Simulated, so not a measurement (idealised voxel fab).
Process module, titled voxel tone inversion
Cross-sectional view cut (width: 280 nm; square cell size: 5 nm).
Bands, listed from the top down, are how a cross-section gets written in this document; the cross-section itself is a grid of square cells, and a band is one or more rows of them. Band: top height; bottom height; in nm. Then, left to right: material with width in nm, for each material. "edge to edge": a single material spanning edge to edge. "empty": empty space. Height datum 0, below which the as-received substrate wafer is one material. Lowest band open at the bottom, running downward: "from 0 down". The notation "30 to 40" denotes a width that varies across the rows of cells in the band, beginning at the first number in the top row, finishing at the second number in the bottom row, and changing by an identical amount from each row to the next. "nothing different", as given for a step, is the statement that not any cell of the cross-section underwent a change during that step. Enclosed voids (no open way to top), threshold 8 cells or more, entry "Enclosed voids", notation width x height at distance, distance from left edge, nm. Whatever follows a step's settings on its line is a remark the simulator itself makes about that step. "overlay nm", when on a step's line for a step with a mask, measures how far to the right of its planned place the mask lay; a negative measure means to the left.
Steps in the process plan:
1,op RECEIVE | material Si
2,op CONFORMAL_DEP | material SiCN | thk nm 10
3,op DIRECTIONAL_DEP | material aC | thk nm 15
4,op PATTERN | tone cover | mask id POSTS | material resist | width nm 20 | pitch nm 40 | thk nm 25 | overlay nm 0
5,op DIRECTIONAL_ETCH | etch materials aC | depth nm 15
6,op STRIP | etch materials resist
7,op FILL_DEP | material SiO2 | thk nm 5
8,op CMP | height nm 25
9,op STRIP | etch materials aC
10,op CONFORMAL_DEP | material TiN | thk nm 5
11,op FILL_DEP | material Ru | thk nm 10
12,op CMP | height nm 25
13,op CONFORMAL_DEP | material SiN | thk nm 5
Cross-section, incoming material, after step 1:
> from 0 down  Si edge to edge
> Enclosed voids: none
Looking at the first of two wafers in cross-section at end of module - ran to plan:
> from 30 to 25  SiN edge to edge
> from 25 to 15  SiO2 (70); TiN (5); Ru (10); TiN (5); SiO2 (20); TiN (5); Ru (10); TiN (5); SiO2 (20); TiN (5); Ru (10); TiN (5); SiO2 (20); TiN (5); Ru (10); TiN (5); SiO2 (70)
> from 15 to 10  SiO2 (70); TiN (20); SiO2 (20); TiN (20); SiO2 (20); TiN (20); SiO2 (20); TiN (20); SiO2 (70)
> from 10 to 0  SiCN edge to edge
> from 0 down  Si edge to edge
> Enclosed voids: none
Cross-sectional view: second of two wafers, end of module; start and plan identical to the first, one mistake in running:
> from 30 to 25  SiN edge to edge
> from 25 to 15  SiCN edge to edge
> from 15 to 0  aC edge to edge
> from 0 down  Si edge to edge
> Enclosed voids: none
What was the processing mistake? transposition of steps 2 and 3 relative to the planned sequence
The closing comparison, in cells, has the second wafer with more or fewer of some materials than the first: Ru: 16 fewer | SiO2: 120 fewer | TiN: 32 fewer | aC: 168 more
